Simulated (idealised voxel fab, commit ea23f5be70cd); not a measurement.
The process module presented herein is designated voxel ribs on slabs.
In the cross-section labelled cut, the width is 160 nm and each square cell is 5 nm.
For the purposes of this document, a cross-section shall be understood as a grid of square cells, specified as bands listed in top-to-bottom order, each band consisting of one or more rows of cells.
Basically the band line says how high the top is and how high the bottom is, in nm, and then what's in it from left to right, every material with its width in nm. Empty space shows up as "empty", and if a single material carries "edge to edge" it runs the full band edge to edge.
Convention: height 0 is the level below which the wafer, as received, is all one material. The lowest band does not terminate at the bottom but continues downward, represented as "0 down".
A two-number width, for instance "30..40", indicates that the width is equal to the first number in the top row of the band and to the second number in the bottom row, and that it changes by a constant amount per row of cells.
"identical to before" means the step left every cell of the cross-section as it was.
"Cavities, sealed" enumerates empty spaces isolated from the top, with no open way to it, that contain at least 8 cells, giving each as width x height at distance from the left edge, all three in nm.
The remark found on a step's line after its settings is issued by the simulator itself and pertains to that step.
overlay nm: right-of-plan distance of the mask on a masked step; negative values mean left-of-plan.

The process steps that were planned are listed below
- 1: RECEIVE,material Si
- 2: DIRECTIONAL_DEP,material SiO2,thk nm 20
- 3: DIRECTIONAL_DEP,material polySi,thk nm 15
- 4: PATTERN,tone cover,mask id RIB,material resist,width nm 20,thk nm 15,overlay nm 0
- 5: DIRECTIONAL_ETCH,etch materials polySi,depth nm 5
- 6: STRIP,etch materials resist
- 7: PATTERN,tone cover,mask id SLAB,material resist,width nm 60,thk nm 20,overlay nm 0
- 8: DIRECTIONAL_ETCH,etch materials polySi,depth nm 10
- 9: STRIP,etch materials resist
- 10: FILL_DEP,material SiO2,thk nm 25
- 11: CMP,height nm 50
- 12: DIRECTIONAL_DEP,material TiN,thk nm 5
- 13: PATTERN,tone cover,mask id HEATER,material resist,width nm 30,thk nm 15,overlay nm 0
- 14: DIRECTIONAL_ETCH,etch materials TiN,depth nm 5
- 15: STRIP,etch materials resist
- 16: CONFORMAL_DEP,material SiO2,thk nm 10

The first of a set of two wafers, run to plan

Delivered wafer in cross-section: state after step 1
0 down  Si edge to edge
Cavities, sealed: none

Step 2 done - wafer cross-section
20 to 0  SiO2 edge to edge
Below 0, the layers are the same as they were.

Step 3 done - wafer cross-section
35 to 20  polySi edge to edge
Below 20, the layers are the same as they were.

Step 4 done - wafer cross-section
50 to 35  70 of empty, 20 of resist, 70 of empty
Below 35, the layers are the same as they were.

Step 5 done - wafer cross-section
50 to 35  70 of empty, 20 of resist, 70 of empty
35 to 30  70 of empty, 20 of polySi, 70 of empty
Below 30, the layers are the same as they were.

Step 6 done - wafer cross-section
35 to 30  70 of empty, 20 of polySi, 70 of empty
Below 30, the layers are the same as they were.

Step 7 done - wafer cross-section
55 to 35  50 of empty, 60 of resist, 50 of empty
35 to 30  50 of empty, 20 of resist, 20 of polySi, 20 of resist, 50 of empty
Below 30, the layers are the same as they were.

Step 8 done - wafer cross-section
55 to 35  50 of empty, 60 of resist, 50 of empty
35 to 30  50 of empty, 20 of resist, 20 of polySi, 20 of resist, 50 of empty
30 to 20  50 of empty, 60 of polySi, 50 of empty
Below 20, the layers are the same as they were.

Step 9 done - wafer cross-section
35 to 30  70 of empty, 20 of polySi, 70 of empty
Below 30, the layers are the same as they were.

Step 10 done - wafer cross-section
60 to 35  SiO2 edge to edge
35 to 30  70 of SiO2, 20 of polySi, 70 of SiO2
30 to 20  50 of SiO2, 60 of polySi, 50 of SiO2
Below 20, the layers are the same as they were.

Step 11 done - wafer cross-section
50 to 35  SiO2 edge to edge
Below 35, the layers are the same as they were.

Step 12 done - wafer cross-section
55 to 50  TiN edge to edge
Below 50, the layers are the same as they were.

Step 13 done - wafer cross-section
70 to 55  65 of empty, 30 of resist, 65 of empty
Below 55, the layers are the same as they were.

Step 14 done - wafer cross-section
70 to 55  65 of empty, 30 of resist, 65 of empty
55 to 50  65 of empty, 30 of TiN, 65 of empty
Below 50, the layers are the same as they were.

Step 15 done - wafer cross-section
55 to 50  65 of empty, 30 of TiN, 65 of empty
Below 50, the layers are the same as they were.

Step 16 done - wafer cross-section
65 to 60  55 of empty, 50 of SiO2, 55 of empty
60 to 55  SiO2 edge to edge
55 to 50  65 of SiO2, 30 of TiN, 65 of SiO2
Below 50, the layers are the same as they were.

Second wafer - shared start and plan with the first - one error in running - same as the first up to step 1 inclusive

Cross-section of the second wafer when, according to plan, step 2 should have finished
40 to 0  SiO2 edge to edge
Below 0, the layers are the same as they were.

Cross-section of the second wafer when, according to plan, step 3 should have finished
55 to 40  polySi edge to edge
Below 40, the layers are the same as they were.

Cross-section of the second wafer when, according to plan, step 4 should have finished
70 to 55  70 of empty, 20 of resist, 70 of empty
Below 55, the layers are the same as they were.

Cross-section of the second wafer when, according to plan, step 5 should have finished
70 to 55  70 of empty, 20 of resist, 70 of empty
55 to 50  70 of empty, 20 of polySi, 70 of empty
Below 50, the layers are the same as they were.

Cross-section of the second wafer when, according to plan, step 6 should have finished
55 to 50  70 of empty, 20 of polySi, 70 of empty
Below 50, the layers are the same as they were.

Cross-section of the second wafer when, according to plan, step 7 should have finished
75 to 55  50 of empty, 60 of resist, 50 of empty
55 to 50  50 of empty, 20 of resist, 20 of polySi, 20 of resist, 50 of empty
Below 50, the layers are the same as they were.

Cross-section of the second wafer when, according to plan, step 8 should have finished
75 to 55  50 of empty, 60 of resist, 50 of empty
55 to 50  50 of empty, 20 of resist, 20 of polySi, 20 of resist, 50 of empty
50 to 40  50 of empty, 60 of polySi, 50 of empty
Below 40, the layers are the same as they were.

Cross-section of the second wafer when, according to plan, step 9 should have finished
55 to 50  70 of empty, 20 of polySi, 70 of empty
Below 50, the layers are the same as they were.

Cross-section of the second wafer when, according to plan, step 10 should have finished
80 to 55  SiO2 edge to edge
55 to 50  70 of SiO2, 20 of polySi, 70 of SiO2
50 to 40  50 of SiO2, 60 of polySi, 50 of SiO2
Below 40, the layers are the same as they were.

Cross-section of the second wafer when, according to plan, step 11 should have finished
50 to 40  50 of SiO2, 60 of polySi, 50 of SiO2
Below 40, the layers are the same as they were.

Cross-section of the second wafer when, according to plan, step 12 should have finished
55 to 50  TiN edge to edge
Below 50, the layers are the same as they were.

Cross-section of the second wafer when, according to plan, step 13 should have finished
70 to 55  65 of empty, 30 of resist, 65 of empty
Below 55, the layers are the same as they were.

Cross-section of the second wafer when, according to plan, step 14 should have finished
70 to 55  65 of empty, 30 of resist, 65 of empty
55 to 50  65 of empty, 30 of TiN, 65 of empty
Below 50, the layers are the same as they were.

Cross-section of the second wafer when, according to plan, step 15 should have finished
55 to 50  65 of empty, 30 of TiN, 65 of empty
Below 50, the layers are the same as they were.

Cross-section of the second wafer when, according to plan, step 16 should have finished
65 to 60  55 of empty, 50 of SiO2, 55 of empty
60 to 55  SiO2 edge to edge
55 to 50  65 of SiO2, 30 of TiN, 65 of SiO2
Below 50, the layers are the same as they were.
It is concluded that the wafer was processed incorrectly with respect to the plan, in that step 2 in the plan was executed twice
In the final state, the cell counts of the second wafer exceed or fall short of those of the first for the following materials: SiO2: 4 more | polySi: 4 fewer
